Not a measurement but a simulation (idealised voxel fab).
Process module, titled voxel lift off
The cross-section on display is named cut; it measures 190 nm wide, and its cells are 5 nm squares.
Heads up, the way a cross-section reads in here is a grid of square cells, handed over as bands from the top down, with every band being one or more rows of cells. Read a band's entry like this: the first values are the height of its top and the height of its bottom in nm, and what follows is the sequence of materials from left to right, each with its width in nm. Note that "empty" is empty space, and that a single material marked "edge to edge" reaches across the band from edge to edge. Height reference: 0 = level under which incoming wafer is all one material. Lowest band: no bottom, runs on downward, e.g. "0..down". Read "30->40" as a graded width: first number on top, second number at the bottom, same change between each pair of neighbouring rows. No cell of the cross-section changed in a step that is given as "no modification". "Enclosed void inventory" lists enclosed empty spaces (at least 8 cells, no open path upward to the top), each as width x height at distance from the left edge, in nm. after a step's settings: what the simulator itself notes on the step. "overlay nm" on a masked step: distance the mask lay right of its planned place, negative for left.

plan
1) RECEIVE with material Si
2) CONFORMAL_DEP with material SiN, thk nm 15
3) PATTERN with tone open, mask id LINES, material resist, width nm 25, pitch nm 55, thk nm 20, overlay nm 0
4) DIRECTIONAL_DEP with material Ru, thk nm 5
5) STRIP with etch materials resist
6) CONFORMAL_DEP with material SiCN, thk nm 5

Cross-section: wafer on arrival = after step 1
> 0..down | Si edge to edge
> Enclosed void inventory: none

Cross-section taken at module completion on the first of two wafers; processed per the plan
> 25..20 | 20 empty, 35 SiCN, 20 empty, 35 SiCN, 20 empty, 35 SiCN, 25 empty
> 20..15 | 25 SiCN, 25 Ru, 30 SiCN, 25 Ru, 30 SiCN, 25 Ru, 30 SiCN
> 15..0 | SiN edge to edge
> 0..down | Si edge to edge
> Enclosed void inventory: none

Cross-section of the latter of the two wafers at module completion. It had an identical start and an identical plan to the former; in running it, one mistake was made
> 15..10 | 20 empty, 35 SiCN, 20 empty, 35 SiCN, 20 empty, 35 SiCN, 25 empty
> 10..5 | 25 SiCN, 25 Ru, 30 SiCN, 25 Ru, 30 SiCN, 25 Ru, 30 SiCN
> 5..0 | SiN edge to edge
> 0..down | Si edge to edge
> Enclosed void inventory: none
Which mistake was made when the wafer was run? step 2 changed vs plan, executed as CONFORMAL_DEP with material SiN, thk nm 5
The second wafer ends with more or fewer cells of some materials than the first, per final count: SiN -76
